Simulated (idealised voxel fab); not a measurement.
The document below concerns the process module designated voxel capacitor over wiring.
The figure presents cross-section cut, which has a width of 185 nm and is divided into square cells with an edge length of 5 nm.
Cross-section layout: square cells on a grid; listed as bands, top to bottom; a band spans one or more cell rows.
Quick guide to a band line: top height, bottom height (nm) up front; then every material left to right with its width in nm. Only one material and it's marked "throughout"? Then it fills the band edge to edge. And "blank" just means empty space.
A quick word on heights: they are counted from 0, and under that level the wafer as it came to us is one material throughout. The lowest band is different from the rest in having no bottom; it simply continues downward, written as in "z 0 and below".
Graded width ("30 to 40"): value in top row of band = first number; value in bottom row = second number; row-to-row change constant.
For the purposes of this document, the phrase "no alterations made" attached to a step denotes that no cell within the cross-section was modified by that step.
Basically, "Completely sealed voids" tells you about the enclosed voids: empty spaces with no open way to the top, 8 cells or bigger, each written width x height at distance, where distance is from the left edge, all in nm.
On a step's line, text after the settings is the simulator commenting on that step.
overlay nm: mask offset rightward from planned place, masked step; negative means leftward offset.
[Intended process steps]
step 1: RECEIVE [material Si]
step 2: CONFORMAL_DEP [material SiO2] [thk nm 10]
step 3: CONFORMAL_DEP [material SiCN] [thk nm 5]
step 4: DIRECTIONAL_DEP [material lowk] [thk nm 15]
step 5: MASKED_ETCH [tone open] [mask id METAL_1] [width nm 30] [pitch nm 85] [etch materials lowk] [depth nm 15] [overlay nm 0]
step 6: MASKED_ETCH [tone open] [mask id METAL_1] [width nm 30] [pitch nm 85] [etch materials SiCN] [depth nm 5] [overlay nm 0]
step 7: CONFORMAL_DEP [material TiN] [thk nm 5]
step 8: FILL_DEP [material Cu] [thk nm 5]
step 9: CMP [height nm 30]
step 10: CONFORMAL_DEP [material SiCN] [thk nm 5]
step 11: DIRECTIONAL_DEP [material SiO2] [thk nm 10]
step 12: PATTERN [tone open] [mask id PLUG_1] [material resist] [width nm 15] [thk nm 20] [overlay nm 0]
step 13: DIRECTIONAL_ETCH [etch materials SiO2] [depth nm 10]
step 14: DIRECTIONAL_ETCH [etch materials SiCN] [depth nm 5]
step 15: STRIP [etch materials resist]
step 16: CONFORMAL_DEP [material TiN] [thk nm 5]
step 17: FILL_DEP [material Cu] [thk nm 5]
step 18: CMP [height nm 45]
step 19: DIRECTIONAL_DEP [material TiN] [thk nm 5]
step 20: DIRECTIONAL_DEP [material SiN] [thk nm 5]
step 21: DIRECTIONAL_DEP [material TiN] [thk nm 5]
step 22: PATTERN [tone cover] [mask id UPPER_PLATE] [material resist] [width nm 60] [thk nm 20] [overlay nm 0]
step 23: DIRECTIONAL_ETCH [etch materials TiN] [depth nm 5]
step 24: DIRECTIONAL_ETCH [etch materials SiN] [depth nm 5]
step 25: STRIP [etch materials resist]
step 26: PATTERN [tone cover] [mask id LOWER_PLATE] [material resist] [width nm 70] [thk nm 20] [overlay nm 0]
step 27: DIRECTIONAL_ETCH [etch materials TiN] [depth nm 5]
step 28: STRIP [etch materials resist]
step 29: FILL_DEP [material SiO2] [thk nm 20]
step 30: CMP [height nm 75]
step 31: MASKED_ETCH [tone open] [mask id PLUG_2] [width nm 15] [etch materials SiO2] [depth nm 15] [overlay nm 0]
step 32: CONFORMAL_DEP [material TiN] [thk nm 5]
step 33: FILL_DEP [material Ru] [thk nm 5]
step 34: CMP [height nm 75]
step 35: CONFORMAL_DEP [material SiCN] [thk nm 5]
[Incoming wafer, cross-sectional view, post step 1]
    z 0 and below = Si throughout
    Completely sealed voids: none
[End-of-module cross-section of the first of two wafers, processed as planned]
    z 80 to 75 = SiCN throughout
    z 75 to 65 = 60 of SiO2 | 5 of TiN | 5 of Ru | 5 of TiN | 110 of SiO2
    z 65 to 55 = 60 to 50 of SiO2 | 15 to 60 of TiN | 110 to 75 of SiO2
    z 55 to 50 = 50 of SiO2 | 60 of SiN | 75 of SiO2
    z 50 to 45 = 45 of SiO2 | 70 of TiN | 70 of SiO2
    z 45 to 35 = 50 of SiO2 | 5 of TiN | 5 of Cu | 5 of TiN | 120 of SiO2
    z 35 to 30 = 50 of SiCN | 15 of TiN | 120 of SiCN
    z 30 to 15 = 35 of lowk | 5 of TiN | 20 of Cu | 5 of TiN | 55 of lowk | 5 of TiN | 20 of Cu | 5 of TiN | 35 of lowk
    z 15 to 10 = 35 of SiCN | 30 of TiN | 55 of SiCN | 30 of TiN | 35 of SiCN
    z 10 to 0 = SiO2 throughout
    z 0 and below = Si throughout
    Completely sealed voids: none
[End-of-module cross-section of the second wafer: identical starting point and process plan to the first, with one processing mistake]
    z 80 to 75 = SiCN throughout
    z 75 to 65 = 60 of SiO2 | 5 of TiN | 5 of Ru | 5 of TiN | 110 of SiO2
    z 65 to 55 = 60 to 50 of SiO2 | 15 to 60 of TiN | 110 to 75 of SiO2
    z 55 to 50 = 50 of SiO2 | 60 of SiN | 75 of SiO2
    z 50 to 45 = 45 of SiO2 | 70 of TiN | 70 of SiO2
    z 45 to 35 = 50 of SiO2 | 5 of TiN | 5 of Cu | 5 of TiN | 120 of SiO2
    z 35 to 30 = 50 of SiCN | 15 of TiN | 120 of SiCN
    z 30 to 20 = 30 of lowk | 5 of TiN | 20 of Cu | 5 of TiN | 55 of lowk | 5 of TiN | 20 of Cu | 5 of TiN | 40 of lowk
    z 20 to 15 = 30 of lowk | 10 of TiN | 15 of Cu | 5 of TiN | 55 of lowk | 10 of TiN | 15 of Cu | 5 of TiN | 40 of lowk
    z 15 to 10 = 35 of SiCN | 25 of TiN | 60 of SiCN | 25 of TiN | 40 of SiCN
    z 10 to 0 = SiO2 throughout
    z 0 and below = Si throughout
    Completely sealed voids: none
Run error: so step 5 ended up running with a different setting than we planned, it ran as MASKED_ETCH [tone open] [mask id METAL_1] [width nm 30] [pitch nm 85] [etch materials lowk] [depth nm 15] [overlay nm -5]
Per the end-of-run cell counts, the second wafer holds more or fewer of some materials than the first: Cu: 2 fewer, SiCN: 2 more
